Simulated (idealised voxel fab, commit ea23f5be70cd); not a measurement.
This section sets out a process module, namely voxel ribs on slabs.
This is section cut - it's 235 nm across, gridded in 5 nm square cells.
Format of a cross-section: grid, square cells. Given as bands. Order: top down. Band: one or more rows of cells.
Within each band entry, the heights of the top and of the bottom of the band appear first, in that order and in nm; the materials of the band then follow from left to right, each with its corresponding width in nm. The designation "throughout" on a single material indicates that it fills the band from edge to edge; the designation "air" indicates empty space.
Height reference: 0 = level under which incoming wafer is all one material. Lowest band: no bottom, runs on downward, e.g. "0..down".
So if you see something like "30..40" for the width, read it as the top row of the band sitting at the first number and the bottom row at the second, with every row in between moving by the same amount as the last.
The designation "same as before", where it is given for a processing step, indicates that no cell of the cross-section was altered in the course of that step.
If an empty space has no open way to the top and is at least 8 cells in size, "Sealed void list" lists it, written width x height at distance, where distance is measured from the left edge and every value is in nm.
Step line, after settings: the simulator's comment on this step.
Each step line may optionally specify "overlay nm", which for a step with a mask gives the rightward distance between the mask's planned place and where it lay, a negative value indicating the leftward direction.

# These are the steps we planned for the process
step 1: RECEIVE | material Si
step 2: DIRECTIONAL_DEP | material SiO2 | thk nm 25
step 3: DIRECTIONAL_DEP | material polySi | thk nm 25
step 4: DIRECTIONAL_DEP | material aC | thk nm 15
step 5: PATTERN | tone cover | mask id RIB | material resist | width nm 30 | thk nm 35 | overlay nm 0
step 6: DIRECTIONAL_ETCH | etch materials aC | depth nm 15
step 7: STRIP | etch materials resist
step 8: DIRECTIONAL_ETCH | etch materials polySi | depth nm 5
step 9: STRIP | etch materials aC
step 10: PATTERN | tone cover | mask id SLAB | material resist | width nm 90 | thk nm 20 | overlay nm 0
step 11: DIRECTIONAL_ETCH | etch materials polySi | depth nm 20
step 12: STRIP | etch materials resist
step 13: FILL_DEP | material SiO2 | thk nm 30
step 14: CMP | height nm 70
step 15: DIRECTIONAL_DEP | material W | thk nm 10
step 16: DIRECTIONAL_DEP | material aC | thk nm 10
step 17: PATTERN | tone cover | mask id HEATER | material resist | width nm 40 | thk nm 25 | overlay nm 0
step 18: DIRECTIONAL_ETCH | etch materials aC | depth nm 10
step 19: STRIP | etch materials resist
step 20: DIRECTIONAL_ETCH | etch materials W | depth nm 10
step 21: STRIP | etch materials aC
step 22: CONFORMAL_DEP | material SiO2 | thk nm 5

# Cross-section, incoming material, after step 1
0..down = Si throughout
Sealed void list: none

# Here's the wafer cut in cross-section after the module, started and planned just like above, except one thing was done wrong in the run
85..80 = air (90), SiO2 (50), air (95)
80..75 = air (90), SiO2 (5), W (40), SiO2 (5), air (95)
75..70 = SiO2 (95), W (40), SiO2 (100)
70..60 = SiO2 throughout
60..55 = SiO2 (100), polySi (30), SiO2 (105)
55..35 = SiO2 (70), polySi (90), SiO2 (75)
35..25 = polySi throughout
25..0 = SiO2 throughout
0..down = Si throughout
Sealed void list: none
The mistake made against the process plan was this: step 3 ran with different settings than intended, the actual operation and settings being DIRECTIONAL_DEP | material polySi | thk nm 35
